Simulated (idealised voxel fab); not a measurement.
Process module name: voxel capacitor over wiring
This is section cut - it's 185 nm across, gridded in 5 nm square cells.
Just so we're on the same page, the cross-sections are grids of square cells, and they're listed out in bands top to bottom, each band one or more rows deep.
Heads up on the band format: heights come first, top then bottom, in nm. After that it's the materials left to right, each with its width in nm. A single material flagged "all across" fills the whole band edge to edge, and "blank" means there's empty space there.
Height 0 is the level under which the wafer as received is all one material. The lowest band goes on downwards, as in "z 0 and below".
The width entry "30->40" should be interpreted row by row: the top row of cells in the band takes the first number, the bottom row takes the second number, and the change between adjacent rows is uniform throughout.
The cross-section has no changed cell in any step marked "identical to before".
The list in "Closed void table" covers empty spaces of 8 cells or more that cannot reach the top through any open way, and it gives each as width x height at distance; the distance is from the left edge, and width, height and distance are in nm.
What comes after the settings on a step's line is commentary from the simulator itself on that step.
What "overlay nm" on a step's line means: if the step has a mask, that mask lay this far to the right of its planned place, or, when the value is negative, to the left.
PLANNED STEP LIST FOR THE PROCESS
- 1: op RECEIVE | material Si
- 2: op CONFORMAL_DEP | material SiO2 | thk nm 10
- 3: op DIRECTIONAL_DEP | material TiN | thk nm 5
- 4: op DIRECTIONAL_DEP | material Ru | thk nm 15
- 5: op PATTERN | tone cover | mask id METAL_1 | material resist | width nm 20 | pitch nm 80 | thk nm 15 | overlay nm 0
- 6: op DIRECTIONAL_ETCH | etch materials Ru | depth nm 15
- 7: op DIRECTIONAL_ETCH | etch materials TiN | depth nm 5
- 8: op STRIP | etch materials resist
- 9: op FILL_DEP | material lowk | thk nm 10
- 10: op CMP | height nm 30
- 11: op CONFORMAL_DEP | material SiCN | thk nm 5
- 12: op DIRECTIONAL_DEP | material SiO2 | thk nm 10
- 13: op DIRECTIONAL_DEP | material aC | thk nm 10
- 14: op PATTERN | tone open | mask id PLUG_1 | material resist | width nm 15 | thk nm 30 | overlay nm 0
- 15: op DIRECTIONAL_ETCH | etch materials aC | depth nm 10
- 16: op STRIP | etch materials resist
- 17: op DIRECTIONAL_ETCH | etch materials SiO2 | depth nm 10
- 18: op DIRECTIONAL_ETCH | etch materials SiCN | depth nm 5
- 19: op STRIP | etch materials aC
- 20: op EPI | material Ru | thk nm 10
- 21: op EPI | material Ru | thk nm 5
- 22: op DIRECTIONAL_DEP | material TiN | thk nm 5
- 23: op DIRECTIONAL_DEP | material SiN | thk nm 5
- 24: op DIRECTIONAL_DEP | material TiN | thk nm 10
- 25: op DIRECTIONAL_DEP | material aC | thk nm 15
- 26: op PATTERN | tone cover | mask id UPPER_PLATE | material resist | width nm 65 | thk nm 30 | overlay nm 0
- 27: op DIRECTIONAL_ETCH | etch materials aC | depth nm 15
- 28: op STRIP | etch materials resist
- 29: op DIRECTIONAL_ETCH | etch materials TiN | depth nm 10
- 30: op DIRECTIONAL_ETCH | etch materials SiN | depth nm 5
- 31: op STRIP | etch materials aC
- 32: op PATTERN | tone cover | mask id LOWER_PLATE | material resist | width nm 75 | thk nm 15 | overlay nm 0
- 33: op DIRECTIONAL_ETCH | etch materials TiN | depth nm 5
- 34: op STRIP | etch materials resist
- 35: op FILL_DEP | material SiO2 | thk nm 20
- 36: op CMP | height nm 80
- 37: op PATTERN | tone open | mask id PLUG_2 | material resist | width nm 15 | thk nm 15 | overlay nm 0
- 38: op DIRECTIONAL_ETCH | etch materials SiO2 | depth nm 15
- 39: op STRIP | etch materials resist
- 40: op CONFORMAL_DEP | material TiN | thk nm 5
- 41: op FILL_DEP | material W | thk nm 5
- 42: op CMP | height nm 80
- 43: op CONFORMAL_DEP | material SiN | thk nm 5
WAFER CROSS-SECTION ON RECEIPT, I.E. AFTER STEP 1
z 0 and below  Si all across
Closed void table: none
CROSS-SECTIONAL VIEW OF THE FIRST OF THE TWO WAFERS UPON COMPLETION OF THE MODULE, PROCESSED IN ACCORDANCE WITH THE PLAN
z 85 to 80  SiN all across
z 80 to 70  SiO2 55 nm | TiN 5 nm | W 5 nm | TiN 5 nm | SiO2 115 nm
z 70 to 65  SiO2 55 nm | TiN 15 nm | SiO2 115 nm
z 65 to 55  SiO2 45 nm | TiN 65 nm | SiO2 75 nm
z 55 to 50  SiO2 45 nm | SiN 65 nm | SiO2 75 nm
z 50 to 45  SiO2 40 nm | TiN 75 nm | SiO2 70 nm
z 45 to 35  SiO2 45 nm | Ru 15 nm | SiO2 125 nm
z 35 to 30  SiCN 45 nm | Ru 15 nm | SiCN 125 nm
z 30 to 15  lowk 40 nm | Ru 20 nm | lowk 60 nm | Ru 20 nm | lowk 45 nm
z 15 to 10  lowk 40 nm | TiN 20 nm | lowk 60 nm | TiN 20 nm | lowk 45 nm
z 10 to 0  SiO2 all across
z 0 and below  Si all across
Closed void table: none
SECOND WAFER AT THE END: LIKE START, LIKE PLAN, ONE MISTAKE
z 85 to 80  SiN all across
z 80 to 70  SiO2 55 nm | TiN 5 nm | W 5 nm | TiN 5 nm | SiO2 115 nm
z 70 to 65  SiO2 55 nm | TiN 15 nm | SiO2 115 nm
z 65 to 55  SiO2 45 nm | TiN 65 nm | SiO2 75 nm
z 55 to 50  SiO2 45 nm | SiN 65 nm | SiO2 75 nm
z 50 to 45  SiO2 40 nm | TiN 75 nm | SiO2 70 nm
z 45 to 35  SiO2 45 nm | Ru 15 nm | SiO2 125 nm
z 35 to 30  SiCN 45 nm | Ru 15 nm | SiCN 125 nm
z 30 to 15  lowk 45 nm | Ru 15 nm | lowk 65 nm | Ru 15 nm | lowk 45 nm
z 15 to 10  lowk 45 nm | TiN 15 nm | lowk 65 nm | TiN 15 nm | lowk 45 nm
z 10 to 0  SiO2 all across
z 0 and below  Si all across
Closed void table: none
Finding, execution versus plan: step 5 changed vs plan, executed as op PATTERN | tone cover | mask id METAL_1 | material resist | width nm 15 | pitch nm 80 | thk nm 15 | overlay nm 0
The second wafer ends with more or fewer cells of some materials than the first, per final count: -6 Ru, -2 TiN, +8 lowk
